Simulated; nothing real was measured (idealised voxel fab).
The document below concerns the process module designated voxel fin reveal.
This is section cut - it's 275 nm across, gridded in 5 nm square cells.
Reading order for cross-sections: top band down to bottom band. Underlying form: a grid of square cells. Band size: one or more rows of cells.
First you get the band's top height and its bottom height, in nm, and then the materials it's made of, left to right, with each width in nm. If you see a single material with "all across", that one covers the band edge to edge. "blank" is empty space.
Counting heights begins at 0, where everything beneath is, in the wafer as received, one material. The lowest band has no bottom; it goes on downwards, as "0 nm and below" shows.
You'd read "30->40" like this: the band's top row of cells is as wide as the first number, its bottom row is as wide as the second, and going down, every row changes width by the same amount as the row before did.
"no alteration" after a step means that no cell of the cross-section changed.
"Cavities, closed" specifies each empty space that is not open to the top and that occupies no fewer than 8 cells, using the form width x height at distance, the distance measured from the left edge and all three quantities in nm.
On a step's line, text after the settings is the simulator commenting on that step.
The "overlay nm" setting may appear on a step's line; for a step that uses a mask, it gives how far to the right of its planned position the mask lay, and a negative value indicates the left.

Steps planned for the process
1) RECEIVE | material Si
2) CONFORMAL_DEP | material SiN | thk nm 5
3) PATTERN | tone cover | mask id FINS | material resist | width nm 15 | pitch nm 35 | thk nm 15 | overlay nm 0
4) DIRECTIONAL_ETCH | etch materials SiN | depth nm 5
5) DIRECTIONAL_ETCH | etch materials Si | depth nm 40
6) STRIP | etch materials resist
7) FILL_DEP | material SiO2 | thk nm 10
8) CMP | height nm 5
9) SELECTIVE_ETCH | etch materials SiO2 | depth nm 25
10) STRIP | etch materials SiN
11) CONFORMAL_DEP | material HfO2 | thk nm 5

This is the cross-section of the wafer as we received it, i.e. after step 1
	0 nm and below = Si all across
	Cavities, closed: none

Same starting wafer, same plan as above, one mistake in the execution; this is the cross-section at the end of the module
	5 nm to 0 nm = blank (80) | HfO2 (25) | blank (10) | HfO2 (25) | blank (10) | HfO2 (25) | blank (10) | HfO2 (25) | blank (65)
	0 nm to -15 nm = blank (80) | HfO2 (5) | Si (15) | HfO2 (5) | blank (10) | HfO2 (5) | Si (15) | HfO2 (5) | blank (10) | HfO2 (5) | Si (15) | HfO2 (5) | blank (10) | HfO2 (5) | Si (15) | HfO2 (5) | blank (65)
	-15 nm to -20 nm = HfO2 (85) | Si (15) | HfO2 (20) | Si (15) | HfO2 (20) | Si (15) | HfO2 (20) | Si (15) | HfO2 (70)
	-20 nm to -40 nm = SiO2 (85) | Si (15) | SiO2 (20) | Si (15) | SiO2 (20) | Si (15) | SiO2 (20) | Si (15) | SiO2 (70)
	-40 nm and below = Si all across
	Cavities, closed: none
Short version of what went wrong: for step 3, the planned setting was not used; the step was instead run as PATTERN | tone cover | mask id FINS | material resist | width nm 15 | pitch nm 35 | thk nm 15 | overlay nm 10
